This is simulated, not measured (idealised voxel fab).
The process module presented herein is designated voxel ribs on slabs.
The width of the displayed cross-section, cut, is 190 nm; its cells are square, with a size of 5 nm.
In what follows, cross-sections appear as grids of square cells, described through bands that run from the top down, where every band is one or more rows of cells. Look at the band entry: it leads with the top's height and the bottom's height in nm. Then it lists the materials left to right, with a width in nm for each. The word "all across" on a single material says that material fills the band edge to edge. The word "empty" is empty space. Below 0: as-received wafer, all one material; heights counted from there. Lowest band: no bottom, goes on down, written "0 -> down". Width spec "30->40" -> top row of cells at first value, bottom row at second value, equal per-row change in between. "no modification" means the step left every cell of the cross-section as it was. Any empty space of 8 cells or more lacking an open way to the top shows up in "Trapped voids" as width x height at distance, distance from the left edge, in nm. Anything after a step's settings on that line? It's the simulator's own note about the step. Among the settings permitted on a step's line is "overlay nm"; applied to a step with a mask, it specifies the extent to which the mask lay to the right of its planned position, whereas a negative figure signifies a position to the left. Every pair from here on: before one process step, after it. The after cross-section reaches only to the lowest band that changed. Below the pair: the step in between and its settings. Pairs can belong to different runs of this module on the same starting wafer; a pair carries on from the pair above only if the entry headed "Preceding state" says so.

Preceding state:
> 0 -> down | Si all across
> Trapped voids: none

Resulting Structure:
> 20 -> 0 | SiO2 all across
> Heights below 0 show no change.
> Trapped voids: none
The structure goes from the before cross-section above to the after cross-section through DIRECTIONAL_DEP [material SiO2] [thk nm 20]

Preceding state: the wafer arrives at this step looking as the after cross-section in the pair just above shows it.

Resulting Structure:
> 40 -> 20 | SiN all across
> Heights below 20 show no change.
> Trapped voids: none
The structure goes from the before cross-section above to the after cross-section through DIRECTIONAL_DEP [material SiN] [thk nm 20]

Preceding state: the wafer arrives at this step looking as the after cross-section in the pair just above shows it.

Resulting Structure:
> 50 -> 40 | aC all across
> Heights below 40 show no change.
> Trapped voids: none
The structure goes from the before cross-section above to the after cross-section through DIRECTIONAL_DEP [material aC] [thk nm 10]

Preceding state: the wafer arrives at this step looking as the after cross-section in the pair just above shows it.

Resulting Structure:
> 80 -> 50 | empty (80) / resist (30) / empty (80)
> Heights below 50 show no change.
> Trapped voids: none
The structure goes from the before cross-section above to the after cross-section through PATTERN [tone cover] [mask id RIB] [material resist] [width nm 30] [thk nm 30] [overlay nm 0]

Preceding state: the wafer arrives at this step looking as the after cross-section in the pair just above shows it.

Resulting Structure:
> 70 -> 50 | empty (80) / resist (30) / empty (80)
> 50 -> 40 | empty (80) / aC (30) / empty (80)
> Heights below 40 show no change.
> Trapped voids: none
The structure goes from the before cross-section above to the after cross-section through DIRECTIONAL_ETCH [etch materials aC] [depth nm 10]

Preceding state: the wafer arrives at this step looking as the after cross-section in the pair just above shows it.

Resulting Structure:
> 50 -> 40 | empty (80) / aC (30) / empty (80)
> Heights below 40 show no change.
> Trapped voids: none
The structure goes from the before cross-section above to the after cross-section through STRIP [etch materials resist]

Preceding state: the wafer arrives at this step looking as the after cross-section in the pair just above shows it.

Resulting Structure:
> 50 -> 40 | empty (80) / aC (30) / empty (80)
> 40 -> 30 | empty (80) / SiN (30) / empty (80)
> Heights below 30 show no change.
> Trapped voids: none
The structure goes from the before cross-section above to the after cross-section through DIRECTIONAL_ETCH [etch materials SiN] [depth nm 10]

Preceding state: the wafer arrives at this step looking as the after cross-section in the pair just above shows it.

Resulting Structure:
> 40 -> 30 | empty (80) / SiN (30) / empty (80)
> Heights below 30 show no change.
> Trapped voids: none
The structure goes from the before cross-section above to the after cross-section through STRIP [etch materials aC]

Preceding state: the wafer arrives at this step looking as the after cross-section in the pair just above shows it.

Resulting Structure:
> 40 -> 30 | empty (80) / SiN (30) / empty (80)
> 30 -> 20 | empty (60) / SiN (70) / empty (60)
> Heights below 20 show no change.
> Trapped voids: none
The structure goes from the before cross-section above to the after cross-section through MASKED_ETCH [tone cover] [mask id SLAB] [width nm 70] [etch materials SiN] [depth nm 10] [overlay nm 0]

Preceding state: the wafer arrives at this step looking as the after cross-section in the pair just above shows it.

Resulting Structure:
> 60 -> 40 | SiO2 all across
> 40 -> 30 | SiO2 (80) / SiN (30) / SiO2 (80)
> 30 -> 20 | SiO2 (60) / SiN (70) / SiO2 (60)
> Heights below 20 show no change.
> Trapped voids: none
The structure goes from the before cross-section above to the after cross-section through FILL_DEP [material SiO2] [thk nm 20]

Preceding state: the wafer arrives at this step looking as the after cross-section in the pair just above shows it.

Resulting Structure:
> 55 -> 40 | SiO2 all across
> Heights below 40 show no change.
> Trapped voids: none
The structure goes from the before cross-section above to the after cross-section through CMP [height nm 55]

Preceding state: the wafer arrives at this step looking as the after cross-section in the pair just above shows it.

Resulting Structure:
> 65 -> 55 | TiN all across
> Heights below 55 show no change.
> Trapped voids: none
The structure goes from the before cross-section above to the after cross-section through DIRECTIONAL_DEP [material TiN] [thk nm 10]

Preceding state: the wafer arrives at this step looking as the after cross-section in the pair just above shows it.

Resulting Structure:
> 85 -> 65 | empty (75) / resist (40) / empty (75)
> Heights below 65 show no change.
> Trapped voids: none
The structure goes from the before cross-section above to the after cross-section through PATTERN [tone cover] [mask id HEATER] [material resist] [width nm 40] [thk nm 20] [overlay nm 0]

Preceding state: the wafer arrives at this step looking as the after cross-section in the pair just above shows it.

Resulting Structure:
> 85 -> 65 | empty (75) / resist (40) / empty (75)
> 65 -> 55 | empty (75) / TiN (40) / empty (75)
> Heights below 55 show no change.
> Trapped voids: none
The structure goes from the before cross-section above to the after cross-section through DIRECTIONAL_ETCH [etch materials TiN] [depth nm 10]

Preceding state: the wafer arrives at this step looking as the after cross-section in the pair just above shows it.

Resulting Structure:
> 65 -> 55 | empty (75) / TiN (40) / empty (75)
> Heights below 55 show no change.
> Trapped voids: none
The structure goes from the before cross-section above to the after cross-section through STRIP [etch materials resist]

Preceding state: the wafer arrives at this step looking as the after cross-section in the pair just above shows it.

Resulting Structure:
> 70 -> 65 | empty (70) / SiN (50) / empty (70)
> 65 -> 60 | empty (70) / SiN (5) / TiN (40) / SiN (5) / empty (70)
> 60 -> 55 | SiN (75) / TiN (40) / SiN (75)
> Heights below 55 show no change.
> Trapped voids: none
The structure goes from the before cross-section above to the after cross-section through CONFORMAL_DEP [material SiN] [thk nm 5]

Preceding state:
> 20 -> 0 | SiO2 all across
> 0 -> down | Si all across
> Trapped voids: none

Resulting Structure:
> 40 -> 0 | SiO2 all across
> Heights below 0 show no change.
> Trapped voids: none
The structure goes from the before cross-section above to the after cross-section through DIRECTIONAL_DEP [material SiO2] [thk nm 20]

Preceding state: the wafer arrives at this step looking as the after cross-section in the pair just above shows it.

Resulting Structure:
> 60 -> 40 | SiN all across
> Heights below 40 show no change.
> Trapped voids: none
The structure goes from the before cross-section above to the after cross-section through DIRECTIONAL_DEP [material SiN] [thk nm 20]

Preceding state: the wafer arrives at this step looking as the after cross-section in the pair just above shows it.

Resulting Structure:
> 70 -> 60 | aC all across
> Heights below 60 show no change.
> Trapped voids: none
The structure goes from the before cross-section above to the after cross-section through DIRECTIONAL_DEP [material aC] [thk nm 10]

Preceding state: the wafer arrives at this step looking as the after cross-section in the pair just above shows it.

Resulting Structure:
> 100 -> 70 | empty (80) / resist (30) / empty (80)
> Heights below 70 show no change.
> Trapped voids: none
The structure goes from the before cross-section above to the after cross-section through PATTERN [tone cover] [mask id RIB] [material resist] [width nm 30] [thk nm 30] [overlay nm 0]

Preceding state: the wafer arrives at this step looking as the after cross-section in the pair just above shows it.

Resulting Structure:
> 90 -> 70 | empty (80) / resist (30) / empty (80)
> 70 -> 60 | empty (80) / aC (30) / empty (80)
> Heights below 60 show no change.
> Trapped voids: none
The structure goes from the before cross-section above to the after cross-section through DIRECTIONAL_ETCH [etch materials aC] [depth nm 10]

Preceding state: the wafer arrives at this step looking as the after cross-section in the pair just above shows it.

Resulting Structure:
> 70 -> 60 | empty (80) / aC (30) / empty (80)
> Heights below 60 show no change.
> Trapped voids: none
The structure goes from the before cross-section above to the after cross-section through STRIP [etch materials resist]

Preceding state: the wafer arrives at this step looking as the after cross-section in the pair just above shows it.

Resulting Structure:
> 70 -> 60 | empty (80) / aC (30) / empty (80)
> 60 -> 50 | empty (80) / SiN (30) / empty (80)
> Heights below 50 show no change.
> Trapped voids: none
The structure goes from the before cross-section above to the after cross-section through DIRECTIONAL_ETCH [etch materials SiN] [depth nm 10]

Preceding state: the wafer arrives at this step looking as the after cross-section in the pair just above shows it.

Resulting Structure:
> 60 -> 50 | empty (80) / SiN (30) / empty (80)
> Heights below 50 show no change.
> Trapped voids: none
The structure goes from the before cross-section above to the after cross-section through STRIP [etch materials aC]

Preceding state: the wafer arrives at this step looking as the after cross-section in the pair just above shows it.

Resulting Structure:
> 60 -> 50 | empty (80) / SiN (30) / empty (80)
> 50 -> 40 | empty (60) / SiN (70) / empty (60)
> Heights below 40 show no change.
> Trapped voids: none
The structure goes from the before cross-section above to the after cross-section through MASKED_ETCH [tone cover] [mask id SLAB] [width nm 70] [etch materials SiN] [depth nm 10] [overlay nm 0]

Preceding state: the wafer arrives at this step looking as the after cross-section in the pair just above shows it.

Resulting Structure:
> 80 -> 60 | SiO2 all across
> 60 -> 50 | SiO2 (80) / SiN (30) / SiO2 (80)
> 50 -> 40 | SiO2 (60) / SiN (70) / SiO2 (60)
> Heights below 40 show no change.
> Trapped voids: none
The structure goes from the before cross-section above to the after cross-section through FILL_DEP [material SiO2] [thk nm 20]

Preceding state: the wafer arrives at this step looking as the after cross-section in the pair just above shows it.

Resulting Structure:
> 55 -> 50 | SiO2 (80) / SiN (30) / SiO2 (80)
> Heights below 50 show no change.
> Trapped voids: none
The structure goes from the before cross-section above to the after cross-section through CMP [height nm 55]

Preceding state: the wafer arrives at this step looking as the after cross-section in the pair just above shows it.

Resulting Structure:
> 65 -> 55 | TiN all across
> Heights below 55 show no change.
> Trapped voids: none
The structure goes from the before cross-section above to the after cross-section through DIRECTIONAL_DEP [material TiN] [thk nm 10]

Preceding state: the wafer arrives at this step looking as the after cross-section in the pair just above shows it.

Resulting Structure:
> 85 -> 65 | empty (75) / resist (40) / empty (75)
> Heights below 65 show no change.
> Trapped voids: none
The structure goes from the before cross-section above to the after cross-section through PATTERN [tone cover] [mask id HEATER] [material resist] [width nm 40] [thk nm 20] [overlay nm 0]

Preceding state: the wafer arrives at this step looking as the after cross-section in the pair just above shows it.

Resulting Structure:
> 85 -> 65 | empty (75) / resist (40) / empty (75)
> 65 -> 55 | empty (75) / TiN (40) / empty (75)
> Heights below 55 show no change.
> Trapped voids: none
The structure goes from the before cross-section above to the after cross-section through DIRECTIONAL_ETCH [etch materials TiN] [depth nm 10]

Preceding state: the wafer arrives at this step looking as the after cross-section in the pair just above shows it.

Resulting Structure:
> 65 -> 55 | empty (75) / TiN (40) / empty (75)
> Heights below 55 show no change.
> Trapped voids: none
The structure goes from the before cross-section above to the after cross-section through STRIP [etch materials resist]

Preceding state: the wafer arrives at this step looking as the after cross-section in the pair just above shows it.

Resulting Structure:
> 70 -> 65 | empty (70) / SiN (50) / empty (70)
> 65 -> 60 | empty (70) / SiN (5) / TiN (40) / SiN (5) / empty (70)
> 60 -> 55 | SiN (75) / TiN (40) / SiN (75)
> Heights below 55 show no change.
> Trapped voids: none
The structure goes from the before cross-section above to the after cross-section through CONFORMAL_DEP [material SiN] [thk nm 5]

Preceding state:
> 0 -> down | Si all across
> Trapped voids: none

Resulting Structure:
> 20 -> 0 | SiN all across
> Heights below 0 show no change.
> Trapped voids: none
The structure goes from the before cross-section above to the after cross-section through DIRECTIONAL_DEP [material SiN] [thk nm 20]

Preceding state: the wafer arrives at this step looking as the after cross-section in the pair just above shows it.

Resulting Structure:
> 40 -> 20 | SiO2 all across
> Heights below 20 show no change.
> Trapped voids: none
The structure goes from the before cross-section above to the after cross-section through DIRECTIONAL_DEP [material SiO2] [thk nm 20]

Preceding state: the wafer arrives at this step looking as the after cross-section in the pair just above shows it.

Resulting Structure:
> 50 -> 40 | aC all across
> Heights below 40 show no change.
> Trapped voids: none
The structure goes from the before cross-section above to the after cross-section through DIRECTIONAL_DEP [material aC] [thk nm 10]

Preceding state: the wafer arrives at this step looking as the after cross-section in the pair just above shows it.

Resulting Structure:
> 80 -> 50 | empty (80) / resist (30) / empty (80)
> Heights below 50 show no change.
> Trapped voids: none
The structure goes from the before cross-section above to the after cross-section through PATTERN [tone cover] [mask id RIB] [material resist] [width nm 30] [thk nm 30] [overlay nm 0]

Preceding state: the wafer arrives at this step looking as the after cross-section in the pair just above shows it.

Resulting Structure:
> 70 -> 50 | empty (80) / resist (30) / empty (80)
> 50 -> 40 | empty (80) / aC (30) / empty (80)
> Heights below 40 show no change.
> Trapped voids: none
The structure goes from the before cross-section above to the after cross-section through DIRECTIONAL_ETCH [etch materials aC] [depth nm 10]

Preceding state: the wafer arrives at this step looking as the after cross-section in the pair just above shows it.

Resulting Structure:
> 50 -> 40 | empty (80) / aC (30) / empty (80)
> Heights below 40 show no change.
> Trapped voids: none
The structure goes from the before cross-section above to the after cross-section through STRIP [etch materials resist]

Preceding state: the wafer arrives at this step looking as the after cross-section in the pair just above shows it.

Resulting Structure:
> 40 -> 20 | SiO2 all across
> Heights below 20 show no change.
> Trapped voids: none
The structure goes from the before cross-section above to the after cross-section through STRIP [etch materials aC]

Preceding state: the wafer arrives at this step looking as the after cross-section in the pair just above shows it.

Resulting Structure:
> 60 -> 20 | SiO2 all across
> Heights below 20 show no change.
> Trapped voids: none
The structure goes from the before cross-section above to the after cross-section through FILL_DEP [material SiO2] [thk nm 20]

Preceding state: the wafer arrives at this step looking as the after cross-section in the pair just above shows it.

Resulting Structure:
> 55 -> 20 | SiO2 all across
> Heights below 20 show no change.
> Trapped voids: none
The structure goes from the before cross-section above to the after cross-section through CMP [height nm 55]

Preceding state: the wafer arrives at this step looking as the after cross-section in the pair just above shows it.

Resulting Structure:
> 65 -> 55 | TiN all across
> Heights below 55 show no change.
> Trapped voids: none
The structure goes from the before cross-section above to the after cross-section through DIRECTIONAL_DEP [material TiN] [thk nm 10]

Preceding state: the wafer arrives at this step looking as the after cross-section in the pair just above shows it.

Resulting Structure:
> 85 -> 65 | empty (75) / resist (40) / empty (75)
> Heights below 65 show no change.
> Trapped voids: none
The structure goes from the before cross-section above to the after cross-section through PATTERN [tone cover] [mask id HEATER] [material resist] [width nm 40] [thk nm 20] [overlay nm 0]

Preceding state: the wafer arrives at this step looking as the after cross-section in the pair just above shows it.

Resulting Structure:
> 85 -> 65 | empty (75) / resist (40) / empty (75)
> 65 -> 55 | empty (75) / TiN (40) / empty (75)
> Heights below 55 show no change.
> Trapped voids: none
The structure goes from the before cross-section above to the after cross-section through DIRECTIONAL_ETCH [etch materials TiN] [depth nm 10]

Preceding state: the wafer arrives at this step looking as the after cross-section in the pair just above shows it.

Resulting Structure:
> 65 -> 55 | empty (75) / TiN (40) / empty (75)
> Heights below 55 show no change.
> Trapped voids: none
The structure goes from the before cross-section above to the after cross-section through STRIP [etch materials resist]

Preceding state: the wafer arrives at this step looking as the after cross-section in the pair just above shows it.

Resulting Structure:
> 70 -> 65 | empty (70) / SiN (50) / empty (70)
> 65 -> 60 | empty (70) / SiN (5) / TiN (40) / SiN (5) / empty (70)
> 60 -> 55 | SiN (75) / TiN (40) / SiN (75)
> Heights below 55 show no change.
> Trapped voids: none
The structure goes from the before cross-section above to the after cross-section through CONFORMAL_DEP [material SiN] [thk nm 5]

Preceding state:
> 0 -> down | Si all across
> Trapped voids: none

Resulting Structure:
> 15 -> 0 | SiO2 all across
> Heights below 0 show no change.
> Trapped voids: none
The structure goes from the before cross-section above to the after cross-section through DIRECTIONAL_DEP [material SiO2] [thk nm 15]

Preceding state: the wafer arrives at this step looking as the after cross-section in the pair just above shows it.

Resulting Structure:
> 35 -> 15 | SiN all across
> Heights below 15 show no change.
> Trapped voids: none
The structure goes from the before cross-section above to the after cross-section through DIRECTIONAL_DEP [material SiN] [thk nm 20]

Preceding state: the wafer arrives at this step looking as the after cross-section in the pair just above shows it.

Resulting Structure:
> 45 -> 35 | aC all across
> Heights below 35 show no change.
> Trapped voids: none
The structure goes from the before cross-section above to the after cross-section through DIRECTIONAL_DEP [material aC] [thk nm 10]

Preceding state: the wafer arrives at this step looking as the after cross-section in the pair just above shows it.

Resulting Structure:
> 75 -> 45 | empty (80) / resist (30) / empty (80)
> Heights below 45 show no change.
> Trapped voids: none
The structure goes from the before cross-section above to the after cross-section through PATTERN [tone cover] [mask id RIB] [material resist] [width nm 30] [thk nm 30] [overlay nm 0]

Preceding state: the wafer arrives at this step looking as the after cross-section in the pair just above shows it.

Resulting Structure:
> 65 -> 45 | empty (80) / resist (30) / empty (80)
> 45 -> 35 | empty (80) / aC (30) / empty (80)
> Heights below 35 show no change.
> Trapped voids: none
The structure goes from the before cross-section above to the after cross-section through DIRECTIONAL_ETCH [etch materials aC] [depth nm 10]

Preceding state: the wafer arrives at this step looking as the after cross-section in the pair just above shows it.

Resulting Structure:
> 45 -> 35 | empty (80) / aC (30) / empty (80)
> Heights below 35 show no change.
> Trapped voids: none
The structure goes from the before cross-section above to the after cross-section through STRIP [etch materials resist]

Preceding state: the wafer arrives at this step looking as the after cross-section in the pair just above shows it.

Resulting Structure:
> 45 -> 35 | empty (80) / aC (30) / empty (80)
> 35 -> 25 | empty (80) / SiN (30) / empty (80)
> Heights below 25 show no change.
> Trapped voids: none
The structure goes from the before cross-section above to the after cross-section through DIRECTIONAL_ETCH [etch materials SiN] [depth nm 10]

Preceding state: the wafer arrives at this step looking as the after cross-section in the pair just above shows it.

Resulting Structure:
> 35 -> 25 | empty (80) / SiN (30) / empty (80)
> Heights below 25 show no change.
> Trapped voids: none
The structure goes from the before cross-section above to the after cross-section through STRIP [etch materials aC]

Preceding state: the wafer arrives at this step looking as the after cross-section in the pair just above shows it.

Resulting Structure:
> 35 -> 25 | empty (80) / SiN (30) / empty (80)
> 25 -> 15 | empty (60) / SiN (70) / empty (60)
> Heights below 15 show no change.
> Trapped voids: none
The structure goes from the before cross-section above to the after cross-section through MASKED_ETCH [tone cover] [mask id SLAB] [width nm 70] [etch materials SiN] [depth nm 10] [overlay nm 0]

Preceding state: the wafer arrives at this step looking as the after cross-section in the pair just above shows it.

Resulting Structure:
> 55 -> 35 | SiO2 all across
> 35 -> 25 | SiO2 (80) / SiN (30) / SiO2 (80)
> 25 -> 15 | SiO2 (60) / SiN (70) / SiO2 (60)
> Heights below 15 show no change.
> Trapped voids: none
The structure goes from the before cross-section above to the after cross-section through FILL_DEP [material SiO2] [thk nm 20]

Preceding state: the wafer arrives at this step looking as the after cross-section in the pair just above shows it.

Resulting Structure:
> 65 -> 55 | TiN all across
> Heights below 55 show no change.
> Trapped voids: none
The structure goes from the before cross-section above to the after cross-section through DIRECTIONAL_DEP [material TiN] [thk nm 10]

Preceding state: the wafer arrives at this step looking as the after cross-section in the pair just above shows it.

Resulting Structure:
> 85 -> 65 | empty (75) / resist (40) / empty (75)
> Heights below 65 show no change.
> Trapped voids: none
The structure goes from the before cross-section above to the after cross-section through PATTERN [tone cover] [mask id HEATER] [material resist] [width nm 40] [thk nm 20] [overlay nm 0]

Preceding state: the wafer arrives at this step looking as the after cross-section in the pair just above shows it.

Resulting Structure:
> 85 -> 65 | empty (75) / resist (40) / empty (75)
> 65 -> 55 | empty (75) / TiN (40) / empty (75)
> Heights below 55 show no change.
> Trapped voids: none
The structure goes from the before cross-section above to the after cross-section through DIRECTIONAL_ETCH [etch materials TiN] [depth nm 10]

Preceding state: the wafer arrives at this step looking as the after cross-section in the pair just above shows it.

Resulting Structure:
> 65 -> 55 | empty (75) / TiN (40) / empty (75)
> Heights below 55 show no change.
> Trapped voids: none
The structure goes from the before cross-section above to the after cross-section through STRIP [etch materials resist]

Preceding state: the wafer arrives at this step looking as the after cross-section in the pair just above shows it.

Resulting Structure:
> 70 -> 65 | empty (70) / SiN (50) / empty (70)
> 65 -> 60 | empty (70) / SiN (5) / TiN (40) / SiN (5) / empty (70)
> 60 -> 55 | SiN (75) / TiN (40) / SiN (75)
> Heights below 55 show no change.
> Trapped voids: none
The structure goes from the before cross-section above to the after cross-section through CONFORMAL_DEP [material SiN] [thk nm 5]

Preceding state:
> 40 -> 30 | empty (80) / SiN (30) / empty (80)
> 30 -> 20 | SiN all across
> 20 -> 0 | SiO2 all across
> 0 -> down | Si all across
> Trapped voids: none

Resulting Structure:
> 40 -> 30 | empty (80) / SiN (30) / empty (80)
> 30 -> 20 | empty (60) / SiN (75) / empty (55)
> Heights below 20 show no change.
> Trapped voids: none
The structure goes from the before cross-section above to the after cross-section through MASKED_ETCH [tone cover] [mask id SLAB] [width nm 75] [etch materials SiN] [depth nm 10] [overlay nm 0]

Preceding state: the wafer arrives at this step looking as the after cross-section in the pair just above shows it.

Resulting Structure:
> 60 -> 40 | SiO2 all across
> 40 -> 30 | SiO2 (80) / SiN (30) / SiO2 (80)
> 30 -> 20 | SiO2 (60) / SiN (75) / SiO2 (55)
> Heights below 20 show no change.
> Trapped voids: none
The structure goes from the before cross-section above to the after cross-section through FILL_DEP [material SiO2] [thk nm 20]

Preceding state: the wafer arrives at this step looking as the after cross-section in the pair just above shows it.

Resulting Structure:
> 55 -> 40 | SiO2 all across
> Heights below 40 show no change.
> Trapped voids: none
The structure goes from the before cross-section above to the after cross-section through CMP [height nm 55]

Preceding state: the wafer arrives at this step looking as the after cross-section in the pair just above shows it.

Resulting Structure:
> 65 -> 55 | TiN all across
> Heights below 55 show no change.
> Trapped voids: none
The structure goes from the before cross-section above to the after cross-section through DIRECTIONAL_DEP [material TiN] [thk nm 10]

Preceding state: the wafer arrives at this step looking as the after cross-section in the pair just above shows it.

Resulting Structure:
> 85 -> 65 | empty (75) / resist (40) / empty (75)
> Heights below 65 show no change.
> Trapped voids: none
The structure goes from the before cross-section above to the after cross-section through PATTERN [tone cover] [mask id HEATER] [material resist] [width nm 40] [thk nm 20] [overlay nm 0]

Preceding state: the wafer arrives at this step looking as the after cross-section in the pair just above shows it.

Resulting Structure:
> 85 -> 65 | empty (75) / resist (40) / empty (75)
> 65 -> 55 | empty (75) / TiN (40) / empty (75)
> Heights below 55 show no change.
> Trapped voids: none
The structure goes from the before cross-section above to the after cross-section through DIRECTIONAL_ETCH [etch materials TiN] [depth nm 10]

Preceding state: the wafer arrives at this step looking as the after cross-section in the pair just above shows it.

Resulting Structure:
> 65 -> 55 | empty (75) / TiN (40) / empty (75)
> Heights below 55 show no change.
> Trapped voids: none
The structure goes from the before cross-section above to the after cross-section through STRIP [etch materials resist]

Preceding state: the wafer arrives at this step looking as the after cross-section in the pair just above shows it.

Resulting Structure:
> 70 -> 65 | empty (70) / SiN (50) / empty (70)
> 65 -> 60 | empty (70) / SiN (5) / TiN (40) / SiN (5) / empty (70)
> 60 -> 55 | SiN (75) / TiN (40) / SiN (75)
> Heights below 55 show no change.
> Trapped voids: none
The structure goes from the before cross-section above to the after cross-section through CONFORMAL_DEP [material SiN] [thk nm 5]

Preceding state:
> 40 -> 30 | empty (80) / SiN (30) / empty (80)
> 30 -> 20 | SiN all across
> 20 -> 0 | SiO2 all across
> 0 -> down | Si all across
> Trapped voids: none

Resulting Structure:
> 40 -> 30 | empty (80) / SiN (30) / empty (80)
> 30 -> 20 | empty (65) / SiN (70) / empty (55)
> Heights below 20 show no change.
> Trapped voids: none
The structure goes from the before cross-section above to the after cross-section through MASKED_ETCH [tone cover] [mask id SLAB] [width nm 70] [etch materials SiN] [depth nm 10] [overlay nm 5]

Preceding state: the wafer arrives at this step looking as the after cross-section in the pair just above shows it.

Resulting Structure:
> 60 -> 40 | SiO2 all across
> 40 -> 30 | SiO2 (80) / SiN (30) / SiO2 (80)
> 30 -> 20 | SiO2 (65) / SiN (70) / SiO2 (55)
> Heights below 20 show no change.
> Trapped voids: none
The structure goes from the before cross-section above to the after cross-section through FILL_DEP [material SiO2] [thk nm 20]

Preceding state: the wafer arrives at this step looking as the after cross-section in the pair just above shows it.

Resulting Structure:
> 55 -> 40 | SiO2 all across
> Heights below 40 show no change.
> Trapped voids: none
The structure goes from the before cross-section above to the after cross-section through CMP [height nm 55]

Preceding state: the wafer arrives at this step looking as the after cross-section in the pair just above shows it.

Resulting Structure:
> 65 -> 55 | TiN all across
> Heights below 55 show no change.
> Trapped voids: none
The structure goes from the before cross-section above to the after cross-section through DIRECTIONAL_DEP [material TiN] [thk nm 10]

Preceding state: the wafer arrives at this step looking as the after cross-section in the pair just above shows it.

Resulting Structure:
> 85 -> 65 | empty (75) / resist (40) / empty (75)
> Heights below 65 show no change.
> Trapped voids: none
The structure goes from the before cross-section above to the after cross-section through PATTERN [tone cover] [mask id HEATER] [material resist] [width nm 40] [thk nm 20] [overlay nm 0]

Preceding state: the wafer arrives at this step looking as the after cross-section in the pair just above shows it.

Resulting Structure:
> 85 -> 65 | empty (75) / resist (40) / empty (75)
> 65 -> 55 | empty (75) / TiN (40) / empty (75)
> Heights below 55 show no change.
> Trapped voids: none
The structure goes from the before cross-section above to the after cross-section through DIRECTIONAL_ETCH [etch materials TiN] [depth nm 10]

Preceding state: the wafer arrives at this step looking as the after cross-section in the pair just above shows it.

Resulting Structure:
> 65 -> 55 | empty (75) / TiN (40) / empty (75)
> Heights below 55 show no change.
> Trapped voids: none
The structure goes from the before cross-section above to the after cross-section through STRIP [etch materials resist]

Preceding state: the wafer arrives at this step looking as the after cross-section in the pair just above shows it.

Resulting Structure:
> 70 -> 65 | empty (70) / SiN (50) / empty (70)
> 65 -> 60 | empty (70) / SiN (5) / TiN (40) / SiN (5) / empty (70)
> 60 -> 55 | SiN (75) / TiN (40) / SiN (75)
> Heights below 55 show no change.
> Trapped voids: none
The structure goes from the before cross-section above to the after cross-section through CONFORMAL_DEP [material SiN] [thk nm 5]

Preceding state:
> 85 -> 65 | empty (75) / resist (40) / empty (75)
> 65 -> 55 | empty (75) / TiN (40) / empty (75)
> 55 -> 40 | SiO2 all across
> 40 -> 30 | SiO2 (80) / SiN (30) / SiO2 (80)
> 30 -> 20 | SiO2 (60) / SiN (70) / SiO2 (60)
> 20 -> 0 | SiO2 all across
> 0 -> down | Si all across
> Trapped voids: none

Resulting Structure:
> 0 -> down | Si all across
> Trapped voids: none
The structure goes from the before cross-section above to the after cross-section through STRIP [etch materials SiO2]

Preceding state: the wafer arrives at this step looking as the after cross-section in the pair just above shows it.

Resulting Structure:
> 5 -> 0 | SiN all across
> Heights below 0 show no change.
> Trapped voids: none
The structure goes from the before cross-section above to the after cross-section through CONFORMAL_DEP [material SiN] [thk nm 5]

Preceding state:
> 50 -> 40 | aC all across
> 40 -> 20 | SiN all across
> 20 -> 0 | SiO2 all across
> 0 -> down | Si all across
> Trapped voids: none

Resulting Structure:
> 80 -> 50 | resist (80) / empty (30) / resist (80)
> Heights below 50 show no change.
> Trapped voids: none
The structure goes from the before cross-section above to the after cross-section through PATTERN [tone open] [mask id RIB] [material resist] [width nm 30] [thk nm 30] [overlay nm 0]

Preceding state: the wafer arrives at this step looking as the after cross-section in the pair just above shows it.

Resulting Structure:
> 70 -> 50 | resist (80) / empty (30) / resist (80)
> 50 -> 40 | aC (80) / empty (30) / aC (80)
> Heights below 40 show no change.
> Trapped voids: none
The structure goes from the before cross-section above to the after cross-section through DIRECTIONAL_ETCH [etch materials aC] [depth nm 10]

Preceding state: the wafer arrives at this step looking as the after cross-section in the pair just above shows it.

Resulting Structure:
> 50 -> 40 | aC (80) / empty (30) / aC (80)
> Heights below 40 show no change.
> Trapped voids: none
The structure goes from the before cross-section above to the after cross-section through STRIP [etch materials resist]

Preceding state: the wafer arrives at this step looking as the after cross-section in the pair just above shows it.

Resulting Structure:
> 50 -> 40 | aC (80) / empty (30) / aC (80)
> 40 -> 30 | SiN (80) / empty (30) / SiN (80)
> Heights below 30 show no change.
> Trapped voids: none
The structure goes from the before cross-section above to the after cross-section through DIRECTIONAL_ETCH [etch materials SiN] [depth nm 10]

Preceding state: the wafer arrives at this step looking as the after cross-section in the pair just above shows it.

Resulting Structure:
> 40 -> 30 | SiN (80) / empty (30) / SiN (80)
> Heights below 30 show no change.
> Trapped voids: none
The structure goes from the before cross-section above to the after cross-section through STRIP [etch materials aC]

Preceding state: the wafer arrives at this step looking as the after cross-section in the pair just above shows it.

Resulting Structure:
> 40 -> 30 | empty (60) / SiN (20) / empty (30) / SiN (20) / empty (60)
> Heights below 30 show no change.
> Trapped voids: none
The structure goes from the before cross-section above to the after cross-section through MASKED_ETCH [tone cover] [mask id SLAB] [width nm 70] [etch materials SiN] [depth nm 10] [overlay nm 0]

Preceding state: the wafer arrives at this step looking as the after cross-section in the pair just above shows it.

Resulting Structure:
> 60 -> 40 | SiO2 all across
> 40 -> 30 | SiO2 (60) / SiN (20) / SiO2 (30) / SiN (20) / SiO2 (60)
> Heights below 30 show no change.
> Trapped voids: none
The structure goes from the before cross-section above to the after cross-section through FILL_DEP [material SiO2] [thk nm 20]

Preceding state: the wafer arrives at this step looking as the after cross-section in the pair just above shows it.

Resulting Structure:
> 55 -> 40 | SiO2 all across
> Heights below 40 show no change.
> Trapped voids: none
The structure goes from the before cross-section above to the after cross-section through CMP [height nm 55]

Preceding state: the wafer arrives at this step looking as the after cross-section in the pair just above shows it.

Resulting Structure:
> 65 -> 55 | TiN all across
> Heights below 55 show no change.
> Trapped voids: none
The structure goes from the before cross-section above to the after cross-section through DIRECTIONAL_DEP [material TiN] [thk nm 10]

Preceding state: the wafer arrives at this step looking as the after cross-section in the pair just above shows it.

Resulting Structure:
> 85 -> 65 | empty (75) / resist (40) / empty (75)
> Heights below 65 show no change.
> Trapped voids: none
The structure goes from the before cross-section above to the after cross-section through PATTERN [tone cover] [mask id HEATER] [material resist] [width nm 40] [thk nm 20] [overlay nm 0]

Preceding state: the wafer arrives at this step looking as the after cross-section in the pair just above shows it.

Resulting Structure:
> 85 -> 65 | empty (75) / resist (40) / empty (75)
> 65 -> 55 | empty (75) / TiN (40) / empty (75)
> Heights below 55 show no change.
> Trapped voids: none
The structure goes from the before cross-section above to the after cross-section through DIRECTIONAL_ETCH [etch materials TiN] [depth nm 10]
